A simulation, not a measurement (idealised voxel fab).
This is a process module. Its name is voxel capacitor over wiring.
Pictured: cross-section cut, 155 nm wide, on a grid of 5 nm square cells.
In what follows, cross-sections appear as grids of square cells, described through bands that run from the top down, where every band is one or more rows of cells. First you get the band's top height and its bottom height, in nm, and then the materials it's made of, left to right, with each width in nm. If you see a single material with "edge to edge", that one covers the band edge to edge. "empty" is empty space. Heads up on the height convention: 0 is the point under which the incoming wafer is all one material, and the lowest band has no bottom, it just keeps going down, like "0 and below". Width "30->40": first value at the band's top row of cells, second value at its bottom row, equal change from row to row. "nothing different" after a step means that no cell of the cross-section changed. Any empty space of 8 cells or more lacking an open way to the top shows up in "Closed void listing" as width x height at distance, distance from the left edge, in nm. The remark found on a step's line after its settings is issued by the simulator itself and pertains to that step. Regarding "overlay nm": on a step with a mask, it is the distance the mask lay to the right of its planned place; a negative value places it to the left.

## Intended process steps
step 1: RECEIVE (material Si)
step 2: CONFORMAL_DEP (material SiO2; thk nm 15)
step 3: CONFORMAL_DEP (material SiN; thk nm 5)
step 4: DIRECTIONAL_DEP (material SiO2; thk nm 25)
step 5: PATTERN (tone open; mask id METAL_1; material resist; width nm 25; pitch nm 80; thk nm 15; overlay nm 0)
step 6: DIRECTIONAL_ETCH (etch materials SiO2; depth nm 25)
step 7: DIRECTIONAL_ETCH (etch materials SiN; depth nm 5)
step 8: STRIP (etch materials resist)
step 9: CONFORMAL_DEP (material TiN; thk nm 5)
step 10: FILL_DEP (material Cu; thk nm 10)
step 11: CMP (height nm 45)
step 12: CONFORMAL_DEP (material SiCN; thk nm 5)
step 13: DIRECTIONAL_DEP (material lowk; thk nm 20)
step 14: DIRECTIONAL_DEP (material aC; thk nm 10)
step 15: PATTERN (tone open; mask id PLUG_1; material resist; width nm 15; thk nm 30; overlay nm 0)
step 16: DIRECTIONAL_ETCH (etch materials aC; depth nm 10)
step 17: STRIP (etch materials resist)
step 18: DIRECTIONAL_ETCH (etch materials lowk; depth nm 20)
step 19: DIRECTIONAL_ETCH (etch materials SiCN; depth nm 5)
step 20: STRIP (etch materials aC)
step 21: EPI (material Ru; thk nm 10)
step 22: EPI (material Ru; thk nm 10)
step 23: EPI (material Ru; thk nm 5)
step 24: DIRECTIONAL_DEP (material TiN; thk nm 5)
step 25: DIRECTIONAL_DEP (material SiN; thk nm 5)
step 26: DIRECTIONAL_DEP (material TiN; thk nm 10)
step 27: MASKED_ETCH (tone cover; mask id UPPER_PLATE; width nm 60; etch materials TiN; depth nm 10; overlay nm 0)
step 28: MASKED_ETCH (tone cover; mask id UPPER_PLATE; width nm 60; etch materials SiN; depth nm 5; overlay nm 0)
step 29: MASKED_ETCH (tone cover; mask id LOWER_PLATE; width nm 70; etch materials TiN; depth nm 5; overlay nm 0)
step 30: FILL_DEP (material SiO2; thk nm 20)
step 31: CMP (height nm 105)
step 32: MASKED_ETCH (tone open; mask id PLUG_2; width nm 15; etch materials SiO2; depth nm 15; overlay nm 0)
step 33: CONFORMAL_DEP (material TiN; thk nm 5)
step 34: FILL_DEP (material W; thk nm 5)
step 35: CMP (height nm 105)
step 36: CONFORMAL_DEP (material SiN; thk nm 5)
Wafer-to-wafer difference: thk nm, step 12. Common start. Plan = first wafer's value.

## Received condition of the first of several wafers, sectioned: post-step 1
    0 and below = Si edge to edge
    Closed void listing: none

## Heads up, this table goes wafer by wafer. A row tells you, at the end of the module, how many cells of each material that wafer has put on (+) or dropped (-) since it was received, and then its closed voids
thk nm 5; +30 Cu; +15 Ru; +28 SiCN; +64 SiN; +356 SiO2; +75 TiN; +2 W; +112 lowk; Closed void listing: none
thk nm 10; +30 Cu; +59 SiCN; +64 SiN; +342 SiO2; +74 TiN; +1 W; +112 lowk; Closed void listing: none
thk nm 15; +30 Cu; +90 SiCN; +64 SiN; +313 SiO2; +73 TiN; +112 lowk; Closed void listing: none
thk nm 20; +30 Cu; +121 SiCN; +64 SiN; +284 SiO2; +71 TiN; +112 lowk; Closed void listing: none
